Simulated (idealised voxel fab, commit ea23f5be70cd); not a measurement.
Process module, titled voxel ribs on slabs
In the cross-section labelled cut, the width is 160 nm and each square cell is 5 nm.
Cross-sections here: square-cell grids, written as top-down lists of bands, a band being one or more rows of cells. Band entry format. Leading values: height of top, height of bottom, nm. Remainder: materials in left-to-right order, each with its width in nm. Special words: "full width" on a single material, which then fills the band edge to edge; "empty", empty space. Height is counted from the level 0, under which the received wafer is composed throughout of one material. The lowest of the bands is not closed at the bottom but continues downward, in the notation "0 -> down". Quick explanation for "30..40": the width changes in equal steps down the rows of cells, from the first number in the band's top row to the second number in its bottom row. It should be understood that the words "no modification", when stated for a given step, signify that the cross-section underwent no change in any of its cells during that step. The list in "Closed voids list" covers empty spaces of 8 cells or more that cannot reach the top through any open way, and it gives each as width x height at distance; the distance is from the left edge, and width, height and distance are in nm. Heads up: the bit after the settings on a step's line is the simulator's remark on that step. What "overlay nm" on a step's line means: if the step has a mask, that mask lay this far to the right of its planned place, or, when the value is negative, to the left.
plan
1: RECEIVE, material Si
2: DIRECTIONAL_DEP, material SiO2, thk nm 25
3: DIRECTIONAL_DEP, material polySi, thk nm 20
4: MASKED_ETCH, tone cover, mask id RIB, width nm 20, etch materials polySi, depth nm 5, overlay nm -15
5: DIRECTIONAL_DEP, material aC, thk nm 10
6: PATTERN, tone cover, mask id SLAB, material resist, width nm 50, thk nm 25, overlay nm 0
7: DIRECTIONAL_ETCH, etch materials aC, depth nm 10
8: STRIP, etch materials resist
9: DIRECTIONAL_ETCH, etch materials polySi, depth nm 15
10: STRIP, etch materials aC
11: FILL_DEP, material SiO2, thk nm 25
12: CMP, height nm 60
13: DIRECTIONAL_DEP, material TiN, thk nm 5
14: DIRECTIONAL_DEP, material aC, thk nm 15
15: PATTERN, tone cover, mask id HEATER, material resist, width nm 30, thk nm 30, overlay nm 0
16: DIRECTIONAL_ETCH, etch materials aC, depth nm 15
17: STRIP, etch materials resist
18: DIRECTIONAL_ETCH, etch materials TiN, depth nm 5
19: STRIP, etch materials aC
20: CONFORMAL_DEP, material SiN, thk nm 10
Split variable: overlay nm, step 4. Plan value = first wafer. Wafers start alike.
This is how the first of several wafers looked in cross-section when it arrived, which is after step 1
0 -> down  Si full width
Closed voids list: none
Here is how to read the rows: every wafer has a row, and it shows the wafer at the end of the module, giving for each material how many cells were gained (+) or lost (-) since the wafer was received, then listing its closed voids
overlay nm -15; +68 SiN; +350 SiO2; +6 TiN; +34 polySi; Closed voids list: none
overlay nm -10; +68 SiN; +350 SiO2; +6 TiN; +34 polySi; Closed voids list: none
overlay nm -5; +68 SiN; +350 SiO2; +6 TiN; +34 polySi; Closed voids list: none
overlay nm 0; +68 SiN; +350 SiO2; +6 TiN; +34 polySi; Closed voids list: none
overlay nm 5; +68 SiN; +350 SiO2; +6 TiN; +34 polySi; Closed voids list: none
overlay nm 10; +68 SiN; +350 SiO2; +6 TiN; +34 polySi; Closed voids list: none
overlay nm 15; +68 SiN; +350 SiO2; +6 TiN; +34 polySi; Closed voids list: none
